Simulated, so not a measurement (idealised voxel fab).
process module | voxel self aligned vias
cross-section cut | 175 nm wide | cells 5 nm
A cross-section is a grid of square cells, given in bands from the top down. A band is one or more rows of cells.
Each band's line starts with the height of the band's top and of its bottom, in nm. Then come its materials from left to right, each with its width in nm. One material with "throughout" fills the band from edge to edge. "air" is empty space.
Height 0 is the level under which the wafer as received is all one material. The lowest band goes on downwards, as in "0 down".
A width such as "30 to 40" changes by the same amount from each row of cells to the next, from the band's top row to its bottom row.
"no change" after a step means that no cell of the cross-section changed.
closed voids: empty space of 8 cells or more with no open way to the top, each as width x height at its distance from the left edge, in nm
after a step's settings: what the simulator itself notes on the step
overlay nm, on a step with a mask: how far to the right of its planned place the mask lay; to the left if negative
plan
1 op RECEIVE | material Si
2 op CONFORMAL_DEP | material SiO2 | thk nm 10
3 op CONFORMAL_DEP | material SiCN | thk nm 5
4 op DIRECTIONAL_DEP | material lowk | thk nm 30
5 op PATTERN | tone open | mask id LINES | material resist | width nm 30 | pitch nm 65 | thk nm 15 | overlay nm 0
6 op DIRECTIONAL_ETCH | etch materials lowk | depth nm 30
7 op STRIP | etch materials resist
8 op CONFORMAL_DEP | material TiN | thk nm 5
9 op FILL_DEP | material W | thk nm 10
10 op CMP | height nm 45
11 op SELECTIVE_ETCH | etch materials W Ru TiN | depth nm 10
12 op FILL_DEP | material SiN | thk nm 5
13 op CMP | height nm 45
14 op DIRECTIONAL_DEP | material lowk | thk nm 20
15 op PATTERN | tone open | mask id VIAS | material resist | width nm 40 | thk nm 20 | overlay nm 0
16 op DIRECTIONAL_ETCH | etch materials lowk | depth nm 20
17 op DIRECTIONAL_ETCH | etch materials SiN | depth nm 10
18 op STRIP | etch materials resist
19 op CONFORMAL_DEP | material TiN | thk nm 5
20 op FILL_DEP | material Cu | thk nm 10
21 op CMP | height nm 65
22 op CONFORMAL_DEP | material SiN | thk nm 5
as received, after step 1
  0 down: Si throughout
  closed voids: none
first wafer at the end, as planned
  70 to 65: SiN throughout
  65 to 50: lowk 35 | TiN 5 | Cu 30 | TiN 5 | lowk 100
  50 to 45: lowk 35 | TiN 10 | Cu 20 | TiN 10 | lowk 100
  45 to 40: lowk 40 | TiN 5 | Cu 20 | TiN 5 | lowk 35 | SiN 30 | lowk 40
  40 to 35: lowk 40 | TiN 30 | lowk 35 | SiN 30 | lowk 40
  35 to 20: lowk 40 | TiN 5 | W 20 | TiN 5 | lowk 35 | TiN 5 | W 20 | TiN 5 | lowk 40
  20 to 15: lowk 40 | TiN 30 | lowk 35 | TiN 30 | lowk 40
  15 to 10: SiCN throughout
  10 to 0: SiO2 throughout
  0 down: Si throughout
  closed voids: none
second wafer at the end: like start, like plan, one mistake
  70 to 65: SiN throughout
  65 to 50: lowk 35 | TiN 5 | Cu 30 | TiN 5 | lowk 100
  50 to 45: lowk 35 | TiN 5 | Cu 15 | TiN 20 | lowk 100
  45 to 40: lowk 30 | SiN 5 | TiN 5 | Cu 15 | TiN 5 | lowk 35 | SiN 30 | lowk 50
  40 to 35: lowk 30 | SiN 5 | TiN 25 | lowk 35 | SiN 30 | lowk 50
  35 to 20: lowk 30 | TiN 5 | W 20 | TiN 5 | lowk 35 | TiN 5 | W 20 | TiN 5 | lowk 50
  20 to 15: lowk 30 | TiN 30 | lowk 35 | TiN 30 | lowk 50
  15 to 10: SiCN throughout
  10 to 0: SiO2 throughout
  0 down: Si throughout
  closed voids: none
what went wrong: step 5 ran as: op PATTERN | tone open | mask id LINES | material resist | width nm 30 | pitch nm 65 | thk nm 15 | overlay nm -10
at the end the second wafer has, in cells: 2 fewer of Cu | 2 more of SiN
